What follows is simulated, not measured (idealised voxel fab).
process module | voxel gate over fins
Section cut is 165 nm wide and gridded with 5 nm square cells.
Notation: cross-section as square-cell grid; stated in bands, top first, going down; one or more cell rows per band. Heights first: top, then bottom, in nm. Then materials, left to right, each with a width in nm. "throughout" on a single material: fills the band edge to edge. "empty": empty space. Note: height 0 marks the level under which the wafer is uniformly one material as received. Lowest band unbounded below, written "0 -> down". It should be noted that a width expressed as "30..40" varies in equal increments from row to row of cells within the band, taking the value of the first number at the top row and that of the second number at the bottom row. It should be understood that the words "no change occurred", when stated for a given step, signify that the cross-section underwent no change in any of its cells during that step. Heads up: "Sealed void listing" only lists the empty pockets with no open path to the top that are 8 cells or more, and it writes them as width x height at distance, distance from the left edge, in nm. Read whatever lies past the settings on a step's line as the simulator's own remark about the step. overlay nm: for a step with a mask, the amount by which the mask lay right of where it was planned; a negative amount means left of it. Pairs from here to the end. Each: cross-section before one process step, cross-section after it, the latter only as far down as the lowest band that changed. Under each: the step between, and its settings. Mind that the pairs may be taken from different runs of this module on the same starting wafer; whether a pair continues from the pair above depends on its entry headed "Pre-step profile", and it does only where that entry says so.

Pre-step profile:
    0 -> down  Si throughout
    Sealed void listing: none

Post-Process Section:
    5 -> 0  SiN throughout
    Nothing below the height 0 has changed.
    Sealed void listing: none
Between the two cross-sections shown above lies CONFORMAL_DEP: material SiN, thk nm 5

Pre-step profile: unchanged from the after cross-section in the pair immediately above; refer to that figure.

Post-Process Section:
    5 -> 0  45 nm empty, 15 nm SiN, 40 nm empty, 15 nm SiN, 50 nm empty
    Nothing below the height 0 has changed.
    Sealed void listing: none
Between the two cross-sections shown above lies MASKED_ETCH: tone cover, mask id FINS, width nm 15, pitch nm 55, etch materials SiN, depth nm 5, overlay nm 0

Pre-step profile: unchanged from the after cross-section in the pair immediately above; refer to that figure.

Post-Process Section:
    5 -> 0  45 nm empty, 15 nm SiN, 40 nm empty, 15 nm SiN, 50 nm empty
    0 -> -40  45 nm empty, 15 nm Si, 40 nm empty, 15 nm Si, 50 nm empty
    Nothing below the height -40 has changed.
    Sealed void listing: none
Between the two cross-sections shown above lies MASKED_ETCH: tone cover, mask id FINS, width nm 15, pitch nm 55, etch materials Si, depth nm 40, overlay nm 0

Pre-step profile: unchanged from the after cross-section in the pair immediately above; refer to that figure.

Post-Process Section:
    5 -> 0  45 nm empty, 15 nm SiN, 40 nm empty, 15 nm SiN, 50 nm empty
    0 -> -40  45 nm empty, 5 nm SiO2, 5 nm Si, 5 nm SiO2, 40 nm empty, 5 nm SiO2, 5 nm Si, 5 nm SiO2, 50 nm empty
    -40 -> -45  50 nm SiO2, 5 nm Si, 50 nm SiO2, 5 nm Si, 55 nm SiO2
    Nothing below the height -45 has changed.
    Sealed void listing: none
Between the two cross-sections shown above lies OXIDIZE: depth nm 5

Pre-step profile: unchanged from the after cross-section in the pair immediately above; refer to that figure.

Post-Process Section:
    20 -> 5  SiO2 throughout
    5 -> 0  45 nm SiO2, 15 nm SiN, 40 nm SiO2, 15 nm SiN, 50 nm SiO2
    0 -> -45  50 nm SiO2, 5 nm Si, 50 nm SiO2, 5 nm Si, 55 nm SiO2
    Nothing below the height -45 has changed.
    Sealed void listing: none
Between the two cross-sections shown above lies FILL_DEP: material SiO2, thk nm 15

Pre-step profile: unchanged from the after cross-section in the pair immediately above; refer to that figure.

Post-Process Section:
    5 -> 0  45 nm SiO2, 15 nm SiN, 40 nm SiO2, 15 nm SiN, 50 nm SiO2
    Nothing below the height 0 has changed.
    Sealed void listing: none
Between the two cross-sections shown above lies CMP: height nm 5

Pre-step profile: unchanged from the after cross-section in the pair immediately above; refer to that figure.

Post-Process Section:
    20 -> 5  70 nm resist, 15 nm empty, 80 nm resist
    Nothing below the height 5 has changed.
    Sealed void listing: none
Between the two cross-sections shown above lies PATTERN: tone open, mask id RAIL, material resist, width nm 15, thk nm 15, overlay nm 0

Pre-step profile: unchanged from the after cross-section in the pair immediately above; refer to that figure.

Post-Process Section:
    20 -> 5  70 nm resist, 15 nm empty, 80 nm resist
    5 -> 0  45 nm SiO2, 15 nm SiN, 10 nm SiO2, 15 nm empty, 15 nm SiO2, 15 nm SiN, 50 nm SiO2
    0 -> -35  50 nm SiO2, 5 nm Si, 15 nm SiO2, 15 nm empty, 20 nm SiO2, 5 nm Si, 55 nm SiO2
    Nothing below the height -35 has changed.
    Sealed void listing: none
Between the two cross-sections shown above lies DIRECTIONAL_ETCH: etch materials SiO2, depth nm 40

Pre-step profile: unchanged from the after cross-section in the pair immediately above; refer to that figure.

Post-Process Section:
    5 -> 0  45 nm SiO2, 15 nm SiN, 10 nm SiO2, 15 nm empty, 15 nm SiO2, 15 nm SiN, 50 nm SiO2
    Nothing below the height 0 has changed.
    Sealed void listing: none
Between the two cross-sections shown above lies STRIP: etch materials resist

Pre-step profile: unchanged from the after cross-section in the pair immediately above; refer to that figure.

Post-Process Section:
    10 -> 5  75 nm TiN, 5 nm empty, 85 nm TiN
    5 -> 0  45 nm SiO2, 15 nm SiN, 10 nm SiO2, 5 nm TiN, 5 nm empty, 5 nm TiN, 15 nm SiO2, 15 nm SiN, 50 nm SiO2
    0 -> -30  50 nm SiO2, 5 nm Si, 15 nm SiO2, 5 nm TiN, 5 nm empty, 5 nm TiN, 20 nm SiO2, 5 nm Si, 55 nm SiO2
    -30 -> -35  50 nm SiO2, 5 nm Si, 15 nm SiO2, 15 nm TiN, 20 nm SiO2, 5 nm Si, 55 nm SiO2
    Nothing below the height -35 has changed.
    Sealed void listing: none
Between the two cross-sections shown above lies CONFORMAL_DEP: material TiN, thk nm 5

Pre-step profile: unchanged from the after cross-section in the pair immediately above; refer to that figure.

Post-Process Section:
    15 -> 10  W throughout
    10 -> 5  75 nm TiN, 5 nm W, 85 nm TiN
    5 -> 0  45 nm SiO2, 15 nm SiN, 10 nm SiO2, 5 nm TiN, 5 nm W, 5 nm TiN, 15 nm SiO2, 15 nm SiN, 50 nm SiO2
    0 -> -30  50 nm SiO2, 5 nm Si, 15 nm SiO2, 5 nm TiN, 5 nm W, 5 nm TiN, 20 nm SiO2, 5 nm Si, 55 nm SiO2
    Nothing below the height -30 has changed.
    Sealed void listing: none
Between the two cross-sections shown above lies FILL_DEP: material W, thk nm 5

Pre-step profile: unchanged from the after cross-section in the pair immediately above; refer to that figure.

Post-Process Section:
    5 -> 0  45 nm SiO2, 15 nm SiN, 10 nm SiO2, 5 nm TiN, 5 nm W, 5 nm TiN, 15 nm SiO2, 15 nm SiN, 50 nm SiO2
    Nothing below the height 0 has changed.
    Sealed void listing: none
Between the two cross-sections shown above lies CMP: height nm 5

Pre-step profile: unchanged from the after cross-section in the pair immediately above; refer to that figure.

Post-Process Section:
    5 -> 0  45 nm SiO2, 15 nm SiN, 10 nm SiO2, 15 nm empty, 15 nm SiO2, 15 nm SiN, 50 nm SiO2
    0 -> -20  50 nm SiO2, 5 nm Si, 15 nm SiO2, 15 nm empty, 20 nm SiO2, 5 nm Si, 55 nm SiO2
    Nothing below the height -20 has changed.
    Sealed void listing: none
Between the two cross-sections shown above lies SELECTIVE_ETCH: etch materials W Ru TiN, depth nm 25

Pre-step profile: unchanged from the after cross-section in the pair immediately above; refer to that figure.

Post-Process Section:
    10 -> 5  SiO2 throughout
    5 -> 0  45 nm SiO2, 15 nm SiN, 40 nm SiO2, 15 nm SiN, 50 nm SiO2
    0 -> -20  50 nm SiO2, 5 nm Si, 50 nm SiO2, 5 nm Si, 55 nm SiO2
    Nothing below the height -20 has changed.
    Sealed void listing: none
Between the two cross-sections shown above lies FILL_DEP: material SiO2, thk nm 5

Pre-step profile: unchanged from the after cross-section in the pair immediately above; refer to that figure.

Post-Process Section:
    5 -> 0  45 nm SiO2, 15 nm SiN, 40 nm SiO2, 15 nm SiN, 50 nm SiO2
    Nothing below the height 0 has changed.
    Sealed void listing: none
Between the two cross-sections shown above lies CMP: height nm 5

Pre-step profile: unchanged from the after cross-section in the pair immediately above; refer to that figure.

Post-Process Section:
    5 -> 0  45 nm empty, 15 nm SiN, 40 nm empty, 15 nm SiN, 50 nm empty
    0 -> -10  50 nm empty, 5 nm Si, 50 nm empty, 5 nm Si, 55 nm empty
    Nothing below the height -10 has changed.
    Sealed void listing: none
Between the two cross-sections shown above lies SELECTIVE_ETCH: etch materials SiO2, depth nm 15

Pre-step profile: unchanged from the after cross-section in the pair immediately above; refer to that figure.

Post-Process Section:
    0 -> -10  50 nm empty, 5 nm Si, 50 nm empty, 5 nm Si, 55 nm empty
    Nothing below the height -10 has changed.
    Sealed void listing: none
Between the two cross-sections shown above lies STRIP: etch materials SiN

Pre-step profile: unchanged from the after cross-section in the pair immediately above; refer to that figure.

Post-Process Section:
    5 -> 0  45 nm empty, 15 nm HfO2, 40 nm empty, 15 nm HfO2, 50 nm empty
    0 -> -5  45 nm empty, 5 nm HfO2, 5 nm Si, 5 nm HfO2, 40 nm empty, 5 nm HfO2, 5 nm Si, 5 nm HfO2, 50 nm empty
    -5 -> -10  50 nm HfO2, 5 nm Si, 50 nm HfO2, 5 nm Si, 55 nm HfO2
    Nothing below the height -10 has changed.
    Sealed void listing: none
Between the two cross-sections shown above lies CONFORMAL_DEP: material HfO2, thk nm 5

Pre-step profile: unchanged from the after cross-section in the pair immediately above; refer to that figure.

Post-Process Section:
    10 -> 5  40 nm empty, 25 nm TiN, 30 nm empty, 25 nm TiN, 45 nm empty
    5 -> 0  40 nm empty, 5 nm TiN, 15 nm HfO2, 5 nm TiN, 30 nm empty, 5 nm TiN, 15 nm HfO2, 5 nm TiN, 45 nm empty
    0 -> -5  45 nm TiN, 5 nm HfO2, 5 nm Si, 5 nm HfO2, 40 nm TiN, 5 nm HfO2, 5 nm Si, 5 nm HfO2, 50 nm TiN
    Nothing below the height -5 has changed.
    Sealed void listing: none
Between the two cross-sections shown above lies CONFORMAL_DEP: material TiN, thk nm 5

Pre-step profile: unchanged from the after cross-section in the pair immediately above; refer to that figure.

Post-Process Section:
    15 -> 10  35 nm empty, 35 nm TiAl, 20 nm empty, 35 nm TiAl, 40 nm empty
    10 -> 5  35 nm empty, 5 nm TiAl, 25 nm TiN, 5 nm TiAl, 20 nm empty, 5 nm TiAl, 25 nm TiN, 5 nm TiAl, 40 nm empty
    5 -> 0  40 nm TiAl, 5 nm TiN, 15 nm HfO2, 5 nm TiN, 30 nm TiAl, 5 nm TiN, 15 nm HfO2, 5 nm TiN, 45 nm TiAl
    Nothing below the height 0 has changed.
    Sealed void listing: none
Between the two cross-sections shown above lies CONFORMAL_DEP: material TiAl, thk nm 5

Pre-step profile: unchanged from the after cross-section in the pair immediately above; refer to that figure.

Post-Process Section:
    20 -> 15  30 nm empty, 45 nm TiN, 10 nm empty, 45 nm TiN, 35 nm empty
    15 -> 10  30 nm empty, 5 nm TiN, 35 nm TiAl, 5 nm TiN, 10 nm empty, 5 nm TiN, 35 nm TiAl, 5 nm TiN, 35 nm empty
    10 -> 5  35 nm TiN, 5 nm TiAl, 25 nm TiN, 5 nm TiAl, 20 nm TiN, 5 nm TiAl, 25 nm TiN, 5 nm TiAl, 40 nm TiN
    Nothing below the height 5 has changed.
    Sealed void listing: none
Between the two cross-sections shown above lies CONFORMAL_DEP: material TiN, thk nm 5

Pre-step profile: unchanged from the after cross-section in the pair immediately above; refer to that figure.

Post-Process Section:
    35 -> 20  W throughout
    20 -> 15  30 nm W, 45 nm TiN, 10 nm W, 45 nm TiN, 35 nm W
    15 -> 10  30 nm W, 5 nm TiN, 35 nm TiAl, 5 nm TiN, 10 nm W, 5 nm TiN, 35 nm TiAl, 5 nm TiN, 35 nm W
    Nothing below the height 10 has changed.
    Sealed void listing: none
Between the two cross-sections shown above lies FILL_DEP: material W, thk nm 15

Pre-step profile: unchanged from the after cross-section in the pair immediately above; refer to that figure.

Post-Process Section:
    30 -> 20  W throughout
    Nothing below the height 20 has changed.
    Sealed void listing: none
Between the two cross-sections shown above lies CMP: height nm 30

Pre-step profile: unchanged from the after cross-section in the pair immediately above; refer to that figure.

Post-Process Section:
    35 -> 30  SiN throughout
    Nothing below the height 30 has changed.
    Sealed void listing: none
Between the two cross-sections shown above lies CONFORMAL_DEP: material SiN, thk nm 5

Pre-step profile:
    0 -> down  Si throughout
    Sealed void listing: none

Post-Process Section:
    0 -> -40  45 nm empty, 15 nm Si, 40 nm empty, 15 nm Si, 50 nm empty
    Nothing below the height -40 has changed.
    Sealed void listing: none
Between the two cross-sections shown above lies MASKED_ETCH: tone cover, mask id FINS, width nm 15, pitch nm 55, etch materials Si, depth nm 40, overlay nm 0

Pre-step profile: unchanged from the after cross-section in the pair immediately above; refer to that figure.

Post-Process Section:
    0 -> -5  45 nm empty, 15 nm SiO2, 40 nm empty, 15 nm SiO2, 50 nm empty
    -5 -> -40  45 nm empty, 5 nm SiO2, 5 nm Si, 5 nm SiO2, 40 nm empty, 5 nm SiO2, 5 nm Si, 5 nm SiO2, 50 nm empty
    -40 -> -45  50 nm SiO2, 5 nm Si, 50 nm SiO2, 5 nm Si, 55 nm SiO2
    Nothing below the height -45 has changed.
    Sealed void listing: none
Between the two cross-sections shown above lies OXIDIZE: depth nm 5

Pre-step profile: unchanged from the after cross-section in the pair immediately above; refer to that figure.

Post-Process Section:
    15 -> -5  SiO2 throughout
    -5 -> -45  50 nm SiO2, 5 nm Si, 50 nm SiO2, 5 nm Si, 55 nm SiO2
    Nothing below the height -45 has changed.
    Sealed void listing: none
Between the two cross-sections shown above lies FILL_DEP: material SiO2, thk nm 15

Pre-step profile: unchanged from the after cross-section in the pair immediately above; refer to that figure.

Post-Process Section:
    5 -> -5  SiO2 throughout
    Nothing below the height -5 has changed.
    Sealed void listing: none
Between the two cross-sections shown above lies CMP: height nm 5

Pre-step profile: unchanged from the after cross-section in the pair immediately above; refer to that figure.

Post-Process Section:
    20 -> 5  70 nm resist, 15 nm empty, 80 nm resist
    Nothing below the height 5 has changed.
    Sealed void listing: none
Between the two cross-sections shown above lies PATTERN: tone open, mask id RAIL, material resist, width nm 15, thk nm 15, overlay nm 0

Pre-step profile: unchanged from the after cross-section in the pair immediately above; refer to that figure.

Post-Process Section:
    20 -> 5  70 nm resist, 15 nm empty, 80 nm resist
    5 -> -5  70 nm SiO2, 15 nm empty, 80 nm SiO2
    -5 -> -35  50 nm SiO2, 5 nm Si, 15 nm SiO2, 15 nm empty, 20 nm SiO2, 5 nm Si, 55 nm SiO2
    Nothing below the height -35 has changed.
    Sealed void listing: none
Between the two cross-sections shown above lies DIRECTIONAL_ETCH: etch materials SiO2, depth nm 40

Pre-step profile: unchanged from the after cross-section in the pair immediately above; refer to that figure.

Post-Process Section:
    5 -> -5  70 nm SiO2, 15 nm empty, 80 nm SiO2
    Nothing below the height -5 has changed.
    Sealed void listing: none
Between the two cross-sections shown above lies STRIP: etch materials resist

Pre-step profile: unchanged from the after cross-section in the pair immediately above; refer to that figure.

Post-Process Section:
    10 -> 5  75 nm TiN, 5 nm empty, 85 nm TiN
    5 -> -5  70 nm SiO2, 5 nm TiN, 5 nm empty, 5 nm TiN, 80 nm SiO2
    -5 -> -30  50 nm SiO2, 5 nm Si, 15 nm SiO2, 5 nm TiN, 5 nm empty, 5 nm TiN, 20 nm SiO2, 5 nm Si, 55 nm SiO2
    -30 -> -35  50 nm SiO2, 5 nm Si, 15 nm SiO2, 15 nm TiN, 20 nm SiO2, 5 nm Si, 55 nm SiO2
    Nothing below the height -35 has changed.
    Sealed void listing: none
Between the two cross-sections shown above lies CONFORMAL_DEP: material TiN, thk nm 5

Pre-step profile: unchanged from the after cross-section in the pair immediately above; refer to that figure.

Post-Process Section:
    15 -> 10  W throughout
    10 -> 5  75 nm TiN, 5 nm W, 85 nm TiN
    5 -> -5  70 nm SiO2, 5 nm TiN, 5 nm W, 5 nm TiN, 80 nm SiO2
    -5 -> -30  50 nm SiO2, 5 nm Si, 15 nm SiO2, 5 nm TiN, 5 nm W, 5 nm TiN, 20 nm SiO2, 5 nm Si, 55 nm SiO2
    Nothing below the height -30 has changed.
    Sealed void listing: none
Between the two cross-sections shown above lies FILL_DEP: material W, thk nm 5

Pre-step profile: unchanged from the after cross-section in the pair immediately above; refer to that figure.

Post-Process Section:
    5 -> -5  70 nm SiO2, 5 nm TiN, 5 nm W, 5 nm TiN, 80 nm SiO2
    Nothing below the height -5 has changed.
    Sealed void listing: none
Between the two cross-sections shown above lies CMP: height nm 5

Pre-step profile: unchanged from the after cross-section in the pair immediately above; refer to that figure.

Post-Process Section:
    5 -> -5  70 nm SiO2, 15 nm empty, 80 nm SiO2
    -5 -> -20  50 nm SiO2, 5 nm Si, 15 nm SiO2, 15 nm empty, 20 nm SiO2, 5 nm Si, 55 nm SiO2
    Nothing below the height -20 has changed.
    Sealed void listing: none
Between the two cross-sections shown above lies SELECTIVE_ETCH: etch materials W Ru TiN, depth nm 25

Pre-step profile: unchanged from the after cross-section in the pair immediately above; refer to that figure.

Post-Process Section:
    10 -> -5  SiO2 throughout
    -5 -> -20  50 nm SiO2, 5 nm Si, 50 nm SiO2, 5 nm Si, 55 nm SiO2
    Nothing below the height -20 has changed.
    Sealed void listing: none
Between the two cross-sections shown above lies FILL_DEP: material SiO2, thk nm 5

Pre-step profile: unchanged from the after cross-section in the pair immediately above; refer to that figure.

Post-Process Section:
    5 -> -5  SiO2 throughout
    Nothing below the height -5 has changed.
    Sealed void listing: none
Between the two cross-sections shown above lies CMP: height nm 5

Pre-step profile: unchanged from the after cross-section in the pair immediately above; refer to that figure.

Post-Process Section:
    -5 -> -10  50 nm empty, 5 nm Si, 50 nm empty, 5 nm Si, 55 nm empty
    Nothing below the height -10 has changed.
    Sealed void listing: none
Between the two cross-sections shown above lies SELECTIVE_ETCH: etch materials SiO2, depth nm 15

Pre-step profile: unchanged from the after cross-section in the pair immediately above; refer to that figure.

Post-Process Section:
    0 -> -5  45 nm empty, 15 nm HfO2, 40 nm empty, 15 nm HfO2, 50 nm empty
    -5 -> -10  50 nm HfO2, 5 nm Si, 50 nm HfO2, 5 nm Si, 55 nm HfO2
    Nothing below the height -10 has changed.
    Sealed void listing: none
Between the two cross-sections shown above lies CONFORMAL_DEP: material HfO2, thk nm 5

Pre-step profile: unchanged from the after cross-section in the pair immediately above; refer to that figure.

Post-Process Section:
    5 -> 0  40 nm empty, 25 nm TiN, 30 nm empty, 25 nm TiN, 45 nm empty
    0 -> -5  45 nm TiN, 15 nm HfO2, 40 nm TiN, 15 nm HfO2, 50 nm TiN
    Nothing below the height -5 has changed.
    Sealed void listing: none
Between the two cross-sections shown above lies CONFORMAL_DEP: material TiN, thk nm 5

Pre-step profile: unchanged from the after cross-section in the pair immediately above; refer to that figure.

Post-Process Section:
    10 -> 5  35 nm empty, 35 nm TiAl, 20 nm empty, 35 nm TiAl, 40 nm empty
    5 -> 0  40 nm TiAl, 25 nm TiN, 30 nm TiAl, 25 nm TiN, 45 nm TiAl
    Nothing below the height 0 has changed.
    Sealed void listing: none
Between the two cross-sections shown above lies CONFORMAL_DEP: material TiAl, thk nm 5

Pre-step profile: unchanged from the after cross-section in the pair immediately above; refer to that figure.

Post-Process Section:
    15 -> 10  30 nm empty, 45 nm TiN, 10 nm empty, 45 nm TiN, 35 nm empty
    10 -> 5  35 nm TiN, 35 nm TiAl, 20 nm TiN, 35 nm TiAl, 40 nm TiN
    Nothing below the height 5 has changed.
    Sealed void listing: none
Between the two cross-sections shown above lies CONFORMAL_DEP: material TiN, thk nm 5

Pre-step profile: unchanged from the after cross-section in the pair immediately above; refer to that figure.

Post-Process Section:
    30 -> 15  W throughout
    15 -> 10  30 nm W, 45 nm TiN, 10 nm W, 45 nm TiN, 35 nm W
    Nothing below the height 10 has changed.
    Sealed void listing: none
Between the two cross-sections shown above lies FILL_DEP: material W, thk nm 15

Pre-step profile: unchanged from the after cross-section in the pair immediately above; refer to that figure.

Post-Process Section:
    35 -> 30  SiN throughout
    Nothing below the height 30 has changed.
    Sealed void listing: none
Between the two cross-sections shown above lies CONFORMAL_DEP: material SiN, thk nm 5

Pre-step profile:
    5 -> 0  45 nm empty, 15 nm SiN, 40 nm empty, 15 nm SiN, 50 nm empty
    0 -> -10  50 nm empty, 5 nm Si, 50 nm empty, 5 nm Si, 55 nm empty
    -10 -> -20  50 nm SiO2, 5 nm Si, 50 nm SiO2, 5 nm Si, 55 nm SiO2
    -20 -> -30  50 nm SiO2, 5 nm Si, 15 nm SiO2, 5 nm TiN, 5 nm W, 5 nm TiN, 20 nm SiO2, 5 nm Si, 55 nm SiO2
    -30 -> -35  50 nm SiO2, 5 nm Si, 15 nm SiO2, 15 nm TiN, 20 nm SiO2, 5 nm Si, 55 nm SiO2
    -35 -> -45  50 nm SiO2, 5 nm Si, 50 nm SiO2, 5 nm Si, 55 nm SiO2
    -45 -> down  Si throughout
    Sealed void listing: none

Post-Process Section:
    5 -> 0  45 nm empty, 15 nm SiN, 40 nm empty, 15 nm SiN, 50 nm empty
    0 -> -20  50 nm empty, 5 nm Si, 50 nm empty, 5 nm Si, 55 nm empty
    -20 -> -25  50 nm empty, 5 nm Si, 15 nm empty, 5 nm TiN, 5 nm W, 5 nm TiN, 20 nm empty, 5 nm Si, 55 nm empty
    Nothing below the height -25 has changed.
    Sealed void listing: none
Between the two cross-sections shown above lies SELECTIVE_ETCH: etch materials SiO2, depth nm 15

Pre-step profile: unchanged from the after cross-section in the pair immediately above; refer to that figure.

Post-Process Section:
    0 -> -20  50 nm empty, 5 nm Si, 50 nm empty, 5 nm Si, 55 nm empty
    Nothing below the height -20 has changed.
    Sealed void listing: none
Between the two cross-sections shown above lies STRIP: etch materials SiN

Pre-step profile: unchanged from the after cross-section in the pair immediately above; refer to that figure.

Post-Process Section:
    5 -> 0  45 nm empty, 15 nm HfO2, 40 nm empty, 15 nm HfO2, 50 nm empty
    0 -> -15  45 nm empty, 5 nm HfO2, 5 nm Si, 5 nm HfO2, 40 nm empty, 5 nm HfO2, 5 nm Si, 5 nm HfO2, 50 nm empty
    -15 -> -20  45 nm empty, 5 nm HfO2, 5 nm Si, 5 nm HfO2, 5 nm empty, 25 nm HfO2, 10 nm empty, 5 nm HfO2, 5 nm Si, 5 nm HfO2, 50 nm empty
    -20 -> -25  50 nm HfO2, 5 nm Si, 15 nm HfO2, 5 nm TiN, 5 nm W, 5 nm TiN, 20 nm HfO2, 5 nm Si, 55 nm HfO2
    Nothing below the height -25 has changed.
    Sealed void listing: none
Between the two cross-sections shown above lies CONFORMAL_DEP: material HfO2, thk nm 5

Pre-step profile: unchanged from the after cross-section in the pair immediately above; refer to that figure.

Post-Process Section:
    10 -> 5  40 nm empty, 25 nm TiN, 30 nm empty, 25 nm TiN, 45 nm empty
    5 -> 0  40 nm empty, 5 nm TiN, 15 nm HfO2, 5 nm TiN, 30 nm empty, 5 nm TiN, 15 nm HfO2, 5 nm TiN, 45 nm empty
    0 -> -10  40 nm empty, 5 nm TiN, 5 nm HfO2, 5 nm Si, 5 nm HfO2, 5 nm TiN, 30 nm empty, 5 nm TiN, 5 nm HfO2, 5 nm Si, 5 nm HfO2, 5 nm TiN, 45 nm empty
    -10 -> -15  40 nm empty, 5 nm TiN, 5 nm HfO2, 5 nm Si, 5 nm HfO2, 40 nm TiN, 5 nm HfO2, 5 nm Si, 5 nm HfO2, 5 nm TiN, 45 nm empty
    -15 -> -20  45 nm TiN, 5 nm HfO2, 5 nm Si, 5 nm HfO2, 5 nm TiN, 25 nm HfO2, 10 nm TiN, 5 nm HfO2, 5 nm Si, 5 nm HfO2, 50 nm TiN
    Nothing below the height -20 has changed.
    Sealed void listing: none
Between the two cross-sections shown above lies CONFORMAL_DEP: material TiN, thk nm 5

Pre-step profile: unchanged from the after cross-section in the pair immediately above; refer to that figure.

Post-Process Section:
    15 -> 10  35 nm empty, 35 nm TiAl, 20 nm empty, 35 nm TiAl, 40 nm empty
    10 -> 5  35 nm empty, 5 nm TiAl, 25 nm TiN, 5 nm TiAl, 20 nm empty, 5 nm TiAl, 25 nm TiN, 5 nm TiAl, 40 nm empty
    5 -> 0  35 nm empty, 5 nm TiAl, 5 nm TiN, 15 nm HfO2, 5 nm TiN, 5 nm TiAl, 20 nm empty, 5 nm TiAl, 5 nm TiN, 15 nm HfO2, 5 nm TiN, 5 nm TiAl, 40 nm empty
    0 -> -5  35 nm empty, 5 nm TiAl, 5 nm TiN, 5 nm HfO2, 5 nm Si, 5 nm HfO2, 5 nm TiN, 5 nm TiAl, 20 nm empty, 5 nm TiAl, 5 nm TiN, 5 nm HfO2, 5 nm Si, 5 nm HfO2, 5 nm TiN, 5 nm TiAl, 40 nm empty
    -5 -> -10  35 nm empty, 5 nm TiAl, 5 nm TiN, 5 nm HfO2, 5 nm Si, 5 nm HfO2, 5 nm TiN, 30 nm TiAl, 5 nm TiN, 5 nm HfO2, 5 nm Si, 5 nm HfO2, 5 nm TiN, 5 nm TiAl, 40 nm empty
    -10 -> -15  40 nm TiAl, 5 nm TiN, 5 nm HfO2, 5 nm Si, 5 nm HfO2, 40 nm TiN, 5 nm HfO2, 5 nm Si, 5 nm HfO2, 5 nm TiN, 45 nm TiAl
    Nothing below the height -15 has changed.
    Sealed void listing: none
Between the two cross-sections shown above lies CONFORMAL_DEP: material TiAl, thk nm 5

Pre-step profile: unchanged from the after cross-section in the pair immediately above; refer to that figure.

Post-Process Section:
    20 -> 15  30 nm empty, 45 nm TiN, 10 nm empty, 45 nm TiN, 35 nm empty
    15 -> 10  30 nm empty, 5 nm TiN, 35 nm TiAl, 5 nm TiN, 10 nm empty, 5 nm TiN, 35 nm TiAl, 5 nm TiN, 35 nm empty
    10 -> 5  30 nm empty, 5 nm TiN, 5 nm TiAl, 25 nm TiN, 5 nm TiAl, 5 nm TiN, 10 nm empty, 5 nm TiN, 5 nm TiAl, 25 nm TiN, 5 nm TiAl, 5 nm TiN, 35 nm empty
    5 -> 0  30 nm empty, 5 nm TiN, 5 nm TiAl, 5 nm TiN, 15 nm HfO2, 5 nm TiN, 5 nm TiAl, 5 nm TiN, 10 nm empty, 5 nm TiN, 5 nm TiAl, 5 nm TiN, 15 nm HfO2, 5 nm TiN, 5 nm TiAl, 5 nm TiN, 35 nm empty
    0 -> -5  30 nm empty, 5 nm TiN, 5 nm TiAl, 5 nm TiN, 5 nm HfO2, 5 nm Si, 5 nm HfO2, 5 nm TiN, 5 nm TiAl, 20 nm TiN, 5 nm TiAl, 5 nm TiN, 5 nm HfO2, 5 nm Si, 5 nm HfO2, 5 nm TiN, 5 nm TiAl, 5 nm TiN, 35 nm empty
    -5 -> -10  35 nm TiN, 5 nm TiAl, 5 nm TiN, 5 nm HfO2, 5 nm Si, 5 nm HfO2, 5 nm TiN, 30 nm TiAl, 5 nm TiN, 5 nm HfO2, 5 nm Si, 5 nm HfO2, 5 nm TiN, 5 nm TiAl, 40 nm TiN
    Nothing below the height -10 has changed.
    Sealed void listing: none
Between the two cross-sections shown above lies CONFORMAL_DEP: material TiN, thk nm 5

Pre-step profile: unchanged from the after cross-section in the pair immediately above; refer to that figure.

Post-Process Section:
    35 -> 20  W throughout
    20 -> 15  30 nm W, 45 nm TiN, 10 nm W, 45 nm TiN, 35 nm W
    15 -> 10  30 nm W, 5 nm TiN, 35 nm TiAl, 5 nm TiN, 10 nm W, 5 nm TiN, 35 nm TiAl, 5 nm TiN, 35 nm W
    10 -> 5  30 nm W, 5 nm TiN, 5 nm TiAl, 25 nm TiN, 5 nm TiAl, 5 nm TiN, 10 nm W, 5 nm TiN, 5 nm TiAl, 25 nm TiN, 5 nm TiAl, 5 nm TiN, 35 nm W
    5 -> 0  30 nm W, 5 nm TiN, 5 nm TiAl, 5 nm TiN, 15 nm HfO2, 5 nm TiN, 5 nm TiAl, 5 nm TiN, 10 nm W, 5 nm TiN, 5 nm TiAl, 5 nm TiN, 15 nm HfO2, 5 nm TiN, 5 nm TiAl, 5 nm TiN, 35 nm W
    0 -> -5  30 nm W, 5 nm TiN, 5 nm TiAl, 5 nm TiN, 5 nm HfO2, 5 nm Si, 5 nm HfO2, 5 nm TiN, 5 nm TiAl, 20 nm TiN, 5 nm TiAl, 5 nm TiN, 5 nm HfO2, 5 nm Si, 5 nm HfO2, 5 nm TiN, 5 nm TiAl, 5 nm TiN, 35 nm W
    Nothing below the height -5 has changed.
    Sealed void listing: none
Between the two cross-sections shown above lies FILL_DEP: material W, thk nm 15

Pre-step profile: unchanged from the after cross-section in the pair immediately above; refer to that figure.

Post-Process Section:
    30 -> 20  W throughout
    Nothing below the height 20 has changed.
    Sealed void listing: none
Between the two cross-sections shown above lies CMP: height nm 30

Pre-step profile: unchanged from the after cross-section in the pair immediately above; refer to that figure.

Post-Process Section:
    35 -> 30  SiN throughout
    Nothing below the height 30 has changed.
    Sealed void listing: none
Between the two cross-sections shown above lies CONFORMAL_DEP: material SiN, thk nm 5
